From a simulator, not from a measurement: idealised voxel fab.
The process module presented herein is designated voxel transistor to metal.
Section shown: cut. Width: 285 nm. Cell size: 5 nm, square.
The cross-sections in this document take the form of a grid made of square cells. They are written out as bands, in order from top to bottom. Each band consists of one or more rows of cells. What a band's entry tells you: where the top is and where the bottom is, as heights in nm, and after that what lies inside, material by material from left to right, each with its width in nm. Empty space is written as the word "blank", and a single material marked with the word "all across" occupies the band from edge to edge. Below 0: as-received wafer, all one material; heights counted from there. Lowest band: no bottom, goes on down, written "0 -> down". It should be noted that a width expressed as "30->40" varies in equal increments from row to row of cells within the band, taking the value of the first number at the top row and that of the second number at the bottom row. Key: "no modifications" - step with no changed cell in the cross-section. If an empty space has no open way to the top and is at least 8 cells in size, "Closed cavity list" lists it, written width x height at distance, where distance is measured from the left edge and every value is in nm. Step line, after settings: the simulator's comment on this step. You can add "overlay nm" to a step's line. For a step with a mask, it describes how far the mask lay to the right of its planned position, and a negative number describes a lay to the left.

Set out below are the planned steps of the process
1 op RECEIVE | material Si
2 op OXIDIZE | depth nm 5
3 op CONFORMAL_DEP | material SiN | thk nm 15
4 op DIRECTIONAL_DEP | material aC | thk nm 15
5 op PATTERN | tone cover | mask id ACTIVE | material resist | width nm 100 | pitch nm 120 | thk nm 35 | overlay nm 0
6 op DIRECTIONAL_ETCH | etch materials aC | depth nm 15
7 op STRIP | etch materials resist
8 op DIRECTIONAL_ETCH | etch materials SiN | depth nm 15
9 op DIRECTIONAL_ETCH | etch materials SiO2 | depth nm 5
10 op DIRECTIONAL_ETCH | etch materials Si | depth nm 30
11 op STRIP | etch materials aC
12 op OXIDIZE | depth nm 5
13 op FILL_DEP | material SiO2 | thk nm 15
14 op CMP | height nm 15
15 op SELECTIVE_ETCH | etch materials SiO2 | depth nm 10
16 op STRIP | etch materials SiN
17 op SELECTIVE_ETCH | etch materials SiO2 | depth nm 5
18 op OXIDIZE | depth nm 5
19 op DIRECTIONAL_DEP | material polySi | thk nm 30
20 op DIRECTIONAL_DEP | material SiCN | thk nm 10
21 op MASKED_ETCH | tone cover | mask id GATE | width nm 30 | pitch nm 120 | etch materials SiCN | depth nm 20 | overlay nm 0
22 op MASKED_ETCH | tone cover | mask id GATE | width nm 30 | pitch nm 120 | etch materials polySi | depth nm 40 | overlay nm 0
23 op CONFORMAL_DEP | material SiO2 | thk nm 5
24 op DIRECTIONAL_ETCH | etch materials SiO2 | depth nm 5
25 op CONFORMAL_DEP | material SiN | thk nm 5
26 op DIRECTIONAL_ETCH | etch materials SiN | depth nm 5
27 op DIRECTIONAL_ETCH | etch materials SiO2 | depth nm 5
28 op DIRECTIONAL_ETCH | etch materials Si | depth nm 5
29 op EPI | material SiGe | thk nm 5
30 op FILL_DEP | material SiO2 | thk nm 10
31 op CMP | height nm 25
32 op STRIP | etch materials polySi
33 op SELECTIVE_ETCH | etch materials SiO2 | depth nm 5
34 op CONFORMAL_DEP | material HfO2 | thk nm 5
35 op CONFORMAL_DEP | material TiN | thk nm 5
36 op FILL_DEP | material W | thk nm 10
37 op CMP | height nm 20
38 op DIRECTIONAL_DEP | material SiO2 | thk nm 15
39 op PATTERN | tone open | mask id CONTACT | material resist | width nm 15 | thk nm 15 | overlay nm 0
40 op DIRECTIONAL_ETCH | etch materials SiO2 | depth nm 45
41 op STRIP | etch materials resist
42 op CONFORMAL_DEP | material TiN | thk nm 5
43 op FILL_DEP | material W | thk nm 5
44 op CMP | height nm 35
45 op DIRECTIONAL_DEP | material TiN | thk nm 5
46 op DIRECTIONAL_DEP | material Ru | thk nm 25
47 op MASKED_ETCH | tone cover | mask id METAL_1 | width nm 15 | etch materials Ru | depth nm 25 | overlay nm 0
48 op MASKED_ETCH | tone cover | mask id METAL_1 | width nm 15 | etch materials TiN | depth nm 5 | overlay nm 0
49 op FILL_DEP | material SiO2 | thk nm 5
50 op CMP | height nm 65
51 op CONFORMAL_DEP | material SiN | thk nm 5

Delivered wafer in cross-section: state after step 1
  0 -> down: Si all across
  Closed cavity list: none

End state of the module in cross-section, given the above starting point and plan and one mistake in execution
  70 -> 65: SiN all across
  65 -> 40: 35 nm SiO2, then 15 nm Ru, then 60 nm SiO2, then 15 nm Ru, then 30 nm SiO2, then 15 nm Ru, then 60 nm SiO2, then 15 nm Ru, then 40 nm SiO2
  40 -> 35: 35 nm SiO2, then 15 nm TiN, then 60 nm SiO2, then 15 nm TiN, then 30 nm SiO2, then 15 nm TiN, then 60 nm SiO2, then 15 nm TiN, then 40 nm SiO2
  35 -> 20: 35 nm SiO2, then 5 nm TiN, then 5 nm W, then 5 nm TiN, then 60 nm SiO2, then 5 nm TiN, then 5 nm W, then 5 nm TiN, then 30 nm SiO2, then 5 nm TiN, then 5 nm W, then 5 nm TiN, then 60 nm SiO2, then 5 nm TiN, then 5 nm W, then 5 nm TiN, then 40 nm SiO2
  20 -> 10: 35 nm SiO2, then 5 nm TiN, then 5 nm W, then 5 nm TiN, then 5 nm SiO2, then 5 nm SiN, then 5 nm HfO2, then 5 nm TiN, then 20 nm W, then 5 nm TiN, then 5 nm HfO2, then 5 nm SiN, then 5 nm SiO2, then 5 nm TiN, then 5 nm W, then 5 nm TiN, then 30 nm SiO2, then 5 nm TiN, then 5 nm W, then 5 nm TiN, then 5 nm SiO2, then 5 nm SiN, then 5 nm HfO2, then 5 nm TiN, then 20 nm W, then 5 nm TiN, then 5 nm HfO2, then 5 nm SiN, then 5 nm SiO2, then 5 nm TiN, then 5 nm W, then 5 nm TiN, then 40 nm SiO2
  10 -> 5: 35 nm SiO2, then 15 nm TiN, then 5 nm SiO2, then 5 nm SiN, then 5 nm HfO2, then 5 nm TiN, then 20 nm W, then 5 nm TiN, then 5 nm HfO2, then 5 nm SiN, then 5 nm SiO2, then 15 nm TiN, then 30 nm SiO2, then 15 nm TiN, then 5 nm SiO2, then 5 nm SiN, then 5 nm HfO2, then 5 nm TiN, then 20 nm W, then 5 nm TiN, then 5 nm HfO2, then 5 nm SiN, then 5 nm SiO2, then 15 nm TiN, then 40 nm SiO2
  5 -> 0: 55 nm SiO2, then 5 nm SiN, then 5 nm HfO2, then 5 nm TiN, then 20 nm W, then 5 nm TiN, then 5 nm HfO2, then 5 nm SiN, then 70 nm SiO2, then 5 nm SiN, then 5 nm HfO2, then 5 nm TiN, then 20 nm W, then 5 nm TiN, then 5 nm HfO2, then 5 nm SiN, then 60 nm SiO2
  0 -> -5: 30 nm SiO2, then 5 nm SiN, then 20 nm SiO2, then 5 nm SiN, then 5 nm HfO2, then 30 nm TiN, then 5 nm HfO2, then 5 nm SiN, then 20 nm SiO2, then 5 nm SiN, then 20 nm SiO2, then 5 nm SiN, then 20 nm SiO2, then 5 nm SiN, then 5 nm HfO2, then 30 nm TiN, then 5 nm HfO2, then 5 nm SiN, then 20 nm SiO2, then 5 nm SiN, then 35 nm SiO2
  -5 -> -10: 50 nm SiO2, then 5 nm SiGe, then 5 nm SiO2, then 40 nm HfO2, then 5 nm SiO2, then 5 nm SiGe, then 60 nm SiO2, then 5 nm SiGe, then 5 nm SiO2, then 40 nm HfO2, then 5 nm SiO2, then 5 nm SiGe, then 55 nm SiO2
  -10 -> -15: 35 nm SiO2, then 20 nm SiGe, then 50 nm Si, then 20 nm SiGe, then 30 nm SiO2, then 20 nm SiGe, then 50 nm Si, then 20 nm SiGe, then 40 nm SiO2
  -15 -> -40: 35 nm SiO2, then 90 nm Si, then 30 nm SiO2, then 90 nm Si, then 40 nm SiO2
  -40 -> down: Si all across
  Closed cavity list: none
Run error: regarding the plan, step 38 was run twice
